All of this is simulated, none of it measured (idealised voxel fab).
The following is a process module called voxel self aligned contacts.
Cross-section cut spans 215 nm and uses square cells 5 nm in size.
In what follows, cross-sections appear as grids of square cells, described through bands that run from the top down, where every band is one or more rows of cells. Read a band's entry like this: the first values are the height of its top and the height of its bottom in nm, and what follows is the sequence of materials from left to right, each with its width in nm. Note that "blank" is empty space, and that a single material marked "edge to edge" reaches across the band from edge to edge. We count height from 0. Below that, the starting wafer is all one material. The lowest band never ends at the bottom but goes on down; see "0 down" for how that is written. Per-row width for "30..40": begins at first number (top row of band), ends at second number (bottom row), increment between rows held constant. Step note "stayed the same" = no cross-section cell changed. Voids not open to the top, 8 cells minimum: see "Closed empty spaces". Written width x height at distance; distance is from the left edge; nm. That trailing text on a step's line, after the settings, is the simulator's own remark on the step. A step line may carry the setting "overlay nm", which, for steps involving a mask, states the distance by which the mask lay to the right of its intended position; negative values denote displacement to the left.

### Set out below are the planned steps of the process
1. RECEIVE,material Si
2. CONFORMAL_DEP,material SiO2,thk nm 5
3. DIRECTIONAL_DEP,material polySi,thk nm 20
4. DIRECTIONAL_DEP,material SiN,thk nm 25
5. PATTERN,tone cover,mask id GATE,material resist,width nm 25,pitch nm 60,thk nm 15,overlay nm 0
6. DIRECTIONAL_ETCH,etch materials SiN,depth nm 25
7. DIRECTIONAL_ETCH,etch materials polySi,depth nm 20
8. STRIP,etch materials resist
9. CONFORMAL_DEP,material SiN,thk nm 10
10. DIRECTIONAL_ETCH,etch materials SiN,depth nm 10
11. FILL_DEP,material SiO2,thk nm 15
12. CMP,height nm 60
13. DIRECTIONAL_DEP,material aC,thk nm 15
14. PATTERN,tone open,mask id CONTACT,material resist,width nm 45,pitch nm 60,thk nm 30,overlay nm 0
15. DIRECTIONAL_ETCH,etch materials aC,depth nm 15
16. STRIP,etch materials resist
17. DIRECTIONAL_ETCH,etch materials SiO2,depth nm 60
18. STRIP,etch materials aC
19. CONFORMAL_DEP,material TiN,thk nm 5
20. FILL_DEP,material W,thk nm 5
21. CMP,height nm 60
22. CONFORMAL_DEP,material SiCN,thk nm 5

### First wafer out of two, processed as planned

### Incoming wafer in cross-section (state: after step 1)
* 0 down | Si edge to edge
* Closed empty spaces: none

### So this is the wafer cross-section right after step 2
* 5 to 0 | SiO2 edge to edge
* below 0: unchanged

### So this is the wafer cross-section right after step 3
* 25 to 5 | polySi edge to edge
* below 5: unchanged

### So this is the wafer cross-section right after step 4
* 50 to 25 | SiN edge to edge
* below 25: unchanged

### So this is the wafer cross-section right after step 5
* 65 to 50 | blank: 35, then resist: 25, then blank: 35, then resist: 25, then blank: 35, then resist: 25, then blank: 35
* below 50: unchanged

### So this is the wafer cross-section right after step 6
* 65 to 50 | blank: 35, then resist: 25, then blank: 35, then resist: 25, then blank: 35, then resist: 25, then blank: 35
* 50 to 25 | blank: 35, then SiN: 25, then blank: 35, then SiN: 25, then blank: 35, then SiN: 25, then blank: 35
* below 25: unchanged

### So this is the wafer cross-section right after step 7
* 65 to 50 | blank: 35, then resist: 25, then blank: 35, then resist: 25, then blank: 35, then resist: 25, then blank: 35
* 50 to 25 | blank: 35, then SiN: 25, then blank: 35, then SiN: 25, then blank: 35, then SiN: 25, then blank: 35
* 25 to 5 | blank: 35, then polySi: 25, then blank: 35, then polySi: 25, then blank: 35, then polySi: 25, then blank: 35
* below 5: unchanged

### So this is the wafer cross-section right after step 8
* 50 to 25 | blank: 35, then SiN: 25, then blank: 35, then SiN: 25, then blank: 35, then SiN: 25, then blank: 35
* below 25: unchanged

### So this is the wafer cross-section right after step 9
* 60 to 25 | blank: 25, then SiN: 45, then blank: 15, then SiN: 45, then blank: 15, then SiN: 45, then blank: 25
* 25 to 15 | blank: 25, then SiN: 10, then polySi: 25, then SiN: 10, then blank: 15, then SiN: 10, then polySi: 25, then SiN: 10, then blank: 15, then SiN: 10, then polySi: 25, then SiN: 10, then blank: 25
* 15 to 5 | SiN: 35, then polySi: 25, then SiN: 35, then polySi: 25, then SiN: 35, then polySi: 25, then SiN: 35
* below 5: unchanged

### So this is the wafer cross-section right after step 10
* 50 to 25 | blank: 25, then SiN: 45, then blank: 15, then SiN: 45, then blank: 15, then SiN: 45, then blank: 25
* 25 to 5 | blank: 25, then SiN: 10, then polySi: 25, then SiN: 10, then blank: 15, then SiN: 10, then polySi: 25, then SiN: 10, then blank: 15, then SiN: 10, then polySi: 25, then SiN: 10, then blank: 25
* below 5: unchanged

### So this is the wafer cross-section right after step 11
* 65 to 50 | SiO2 edge to edge
* 50 to 25 | SiO2: 25, then SiN: 45, then SiO2: 15, then SiN: 45, then SiO2: 15, then SiN: 45, then SiO2: 25
* 25 to 5 | SiO2: 25, then SiN: 10, then polySi: 25, then SiN: 10, then SiO2: 15, then SiN: 10, then polySi: 25, then SiN: 10, then SiO2: 15, then SiN: 10, then polySi: 25, then SiN: 10, then SiO2: 25
* below 5: unchanged

### So this is the wafer cross-section right after step 12
* 60 to 50 | SiO2 edge to edge
* below 50: unchanged

### So this is the wafer cross-section right after step 13
* 75 to 60 | aC edge to edge
* below 60: unchanged

### So this is the wafer cross-section right after step 14
* 105 to 75 | resist: 55, then blank: 45, then resist: 15, then blank: 45, then resist: 55
* below 75: unchanged

### So this is the wafer cross-section right after step 15
* 90 to 75 | resist: 55, then blank: 45, then resist: 15, then blank: 45, then resist: 55
* 75 to 60 | aC: 55, then blank: 45, then aC: 15, then blank: 45, then aC: 55
* below 60: unchanged

### So this is the wafer cross-section right after step 16
* 75 to 60 | aC: 55, then blank: 45, then aC: 15, then blank: 45, then aC: 55
* below 60: unchanged

### So this is the wafer cross-section right after step 17
* 75 to 60 | aC: 55, then blank: 45, then aC: 15, then blank: 45, then aC: 55
* 60 to 50 | SiO2: 55, then blank: 45, then SiO2: 15, then blank: 45, then SiO2: 55
* 50 to 25 | SiO2: 25, then SiN: 45, then blank: 15, then SiN: 45, then blank: 15, then SiN: 45, then SiO2: 25
* 25 to 5 | SiO2: 25, then SiN: 10, then polySi: 25, then SiN: 10, then blank: 15, then SiN: 10, then polySi: 25, then SiN: 10, then blank: 15, then SiN: 10, then polySi: 25, then SiN: 10, then SiO2: 25
* 5 to 0 | SiO2: 70, then blank: 15, then SiO2: 45, then blank: 15, then SiO2: 70
* below 0: unchanged

### So this is the wafer cross-section right after step 18
* 60 to 50 | SiO2: 55, then blank: 45, then SiO2: 15, then blank: 45, then SiO2: 55
* below 50: unchanged

### So this is the wafer cross-section right after step 19
* 65 to 60 | TiN: 60, then blank: 35, then TiN: 25, then blank: 35, then TiN: 60
* 60 to 50 | SiO2: 55, then TiN: 5..20, then blank: 35..5, then TiN: 5..20, then SiO2: 15, then TiN: 5..20, then blank: 35..5, then TiN: 5..20, then SiO2: 55
* 50 to 25 | SiO2: 25, then SiN: 45, then TiN: 5, then blank: 5, then TiN: 5, then SiN: 45, then TiN: 5, then blank: 5, then TiN: 5, then SiN: 45, then SiO2: 25
* 25 to 5 | SiO2: 25, then SiN: 10, then polySi: 25, then SiN: 10, then TiN: 5, then blank: 5, then TiN: 5, then SiN: 10, then polySi: 25, then SiN: 10, then TiN: 5, then blank: 5, then TiN: 5, then SiN: 10, then polySi: 25, then SiN: 10, then SiO2: 25
* 5 to 0 | SiO2: 70, then TiN: 15, then SiO2: 45, then TiN: 15, then SiO2: 70
* below 0: unchanged

### So this is the wafer cross-section right after step 20
* 70 to 65 | W edge to edge
* 65 to 60 | TiN: 60, then W: 35, then TiN: 25, then W: 35, then TiN: 60
* 60 to 50 | SiO2: 55, then TiN: 5..20, then W: 35..5, then TiN: 5..20, then SiO2: 15, then TiN: 5..20, then W: 35..5, then TiN: 5..20, then SiO2: 55
* 50 to 25 | SiO2: 25, then SiN: 45, then TiN: 5, then W: 5, then TiN: 5, then SiN: 45, then TiN: 5, then W: 5, then TiN: 5, then SiN: 45, then SiO2: 25
* 25 to 5 | SiO2: 25, then SiN: 10, then polySi: 25, then SiN: 10, then TiN: 5, then W: 5, then TiN: 5, then SiN: 10, then polySi: 25, then SiN: 10, then TiN: 5, then W: 5, then TiN: 5, then SiN: 10, then polySi: 25, then SiN: 10, then SiO2: 25
* below 5: unchanged

### So this is the wafer cross-section right after step 21
* 60 to 50 | SiO2: 55, then TiN: 5..20, then W: 35..5, then TiN: 5..20, then SiO2: 15, then TiN: 5..20, then W: 35..5, then TiN: 5..20, then SiO2: 55
* below 50: unchanged

### So this is the wafer cross-section right after step 22
* 65 to 60 | SiCN edge to edge
* below 60: unchanged

### Wafer two of the pair: same origin, same plan, one error during the run; identical to wafer one up to and including step 4

### Second wafer, sectioned view, at step 5's planned end time
* 65 to 50 | resist: 35, then blank: 25, then resist: 35, then blank: 25, then resist: 35, then blank: 25, then resist: 35
* below 50: unchanged

### Second wafer, sectioned view, at step 6's planned end time
* 65 to 50 | resist: 35, then blank: 25, then resist: 35, then blank: 25, then resist: 35, then blank: 25, then resist: 35
* 50 to 25 | SiN: 35, then blank: 25, then SiN: 35, then blank: 25, then SiN: 35, then blank: 25, then SiN: 35
* below 25: unchanged

### Second wafer, sectioned view, at step 7's planned end time
* 65 to 50 | resist: 35, then blank: 25, then resist: 35, then blank: 25, then resist: 35, then blank: 25, then resist: 35
* 50 to 25 | SiN: 35, then blank: 25, then SiN: 35, then blank: 25, then SiN: 35, then blank: 25, then SiN: 35
* 25 to 5 | polySi: 35, then blank: 25, then polySi: 35, then blank: 25, then polySi: 35, then blank: 25, then polySi: 35
* below 5: unchanged

### Second wafer, sectioned view, at step 8's planned end time
* 50 to 25 | SiN: 35, then blank: 25, then SiN: 35, then blank: 25, then SiN: 35, then blank: 25, then SiN: 35
* below 25: unchanged

### Second wafer, sectioned view, at step 9's planned end time
* 60 to 25 | SiN: 45, then blank: 5, then SiN: 55, then blank: 5, then SiN: 55, then blank: 5, then SiN: 45
* 25 to 15 | polySi: 35, then SiN: 10, then blank: 5, then SiN: 10, then polySi: 35, then SiN: 10, then blank: 5, then SiN: 10, then polySi: 35, then SiN: 10, then blank: 5, then SiN: 10, then polySi: 35
* 15 to 5 | polySi: 35, then SiN: 25, then polySi: 35, then SiN: 25, then polySi: 35, then SiN: 25, then polySi: 35
* below 5: unchanged

### Second wafer, sectioned view, at step 10's planned end time
* 50 to 25 | SiN: 45, then blank: 5, then SiN: 55, then blank: 5, then SiN: 55, then blank: 5, then SiN: 45
* 25 to 5 | polySi: 35, then SiN: 10, then blank: 5, then SiN: 10, then polySi: 35, then SiN: 10, then blank: 5, then SiN: 10, then polySi: 35, then SiN: 10, then blank: 5, then SiN: 10, then polySi: 35
* below 5: unchanged

### Second wafer, sectioned view, at step 11's planned end time
* 65 to 50 | SiO2 edge to edge
* 50 to 25 | SiN: 45, then SiO2: 5, then SiN: 55, then SiO2: 5, then SiN: 55, then SiO2: 5, then SiN: 45
* 25 to 5 | polySi: 35, then SiN: 10, then SiO2: 5, then SiN: 10, then polySi: 35, then SiN: 10, then SiO2: 5, then SiN: 10, then polySi: 35, then SiN: 10, then SiO2: 5, then SiN: 10, then polySi: 35
* below 5: unchanged

### Second wafer, sectioned view, at step 12's planned end time
* 60 to 50 | SiO2 edge to edge
* below 50: unchanged

### Second wafer, sectioned view, at step 13's planned end time
* 75 to 60 | aC edge to edge
* below 60: unchanged

### Second wafer, sectioned view, at step 14's planned end time
* 105 to 75 | resist: 55, then blank: 45, then resist: 15, then blank: 45, then resist: 55
* below 75: unchanged

### Second wafer, sectioned view, at step 15's planned end time
* 90 to 75 | resist: 55, then blank: 45, then resist: 15, then blank: 45, then resist: 55
* 75 to 60 | aC: 55, then blank: 45, then aC: 15, then blank: 45, then aC: 55
* below 60: unchanged

### Second wafer, sectioned view, at step 16's planned end time
* 75 to 60 | aC: 55, then blank: 45, then aC: 15, then blank: 45, then aC: 55
* below 60: unchanged

### Second wafer, sectioned view, at step 17's planned end time
* 75 to 60 | aC: 55, then blank: 45, then aC: 15, then blank: 45, then aC: 55
* 60 to 50 | SiO2: 55, then blank: 45, then SiO2: 15, then blank: 45, then SiO2: 55
* below 50: unchanged

### Second wafer, sectioned view, at step 18's planned end time
* 60 to 50 | SiO2: 55, then blank: 45, then SiO2: 15, then blank: 45, then SiO2: 55
* below 50: unchanged

### Second wafer, sectioned view, at step 19's planned end time
* 65 to 60 | TiN: 60, then blank: 35, then TiN: 25, then blank: 35, then TiN: 60
* 60 to 55 | SiO2: 55, then TiN: 5, then blank: 35, then TiN: 5, then SiO2: 15, then TiN: 5, then blank: 35, then TiN: 5, then SiO2: 55
* 55 to 50 | SiO2: 55, then TiN: 45, then SiO2: 15, then TiN: 45, then SiO2: 55
* below 50: unchanged

### Second wafer, sectioned view, at step 20's planned end time
* 70 to 65 | W edge to edge
* 65 to 60 | TiN: 60, then W: 35, then TiN: 25, then W: 35, then TiN: 60
* 60 to 55 | SiO2: 55, then TiN: 5, then W: 35, then TiN: 5, then SiO2: 15, then TiN: 5, then W: 35, then TiN: 5, then SiO2: 55
* below 55: unchanged

### Second wafer, sectioned view, at step 21's planned end time
* 60 to 55 | SiO2: 55, then TiN: 5, then W: 35, then TiN: 5, then SiO2: 15, then TiN: 5, then W: 35, then TiN: 5, then SiO2: 55
* below 55: unchanged

### Second wafer, sectioned view, at step 22's planned end time
* 65 to 60 | SiCN edge to edge
* below 60: unchanged
Finding, execution versus plan: so step 5 ended up running with a different setting than we planned, it ran as PATTERN,tone open,mask id GATE,material resist,width nm 25,pitch nm 60,thk nm 15,overlay nm 0
FYI, end of process, the second wafer has more or fewer cells of some materials than the first: SiN +65 | SiO2 -57 | TiN -40 | W -20 | polySi +52
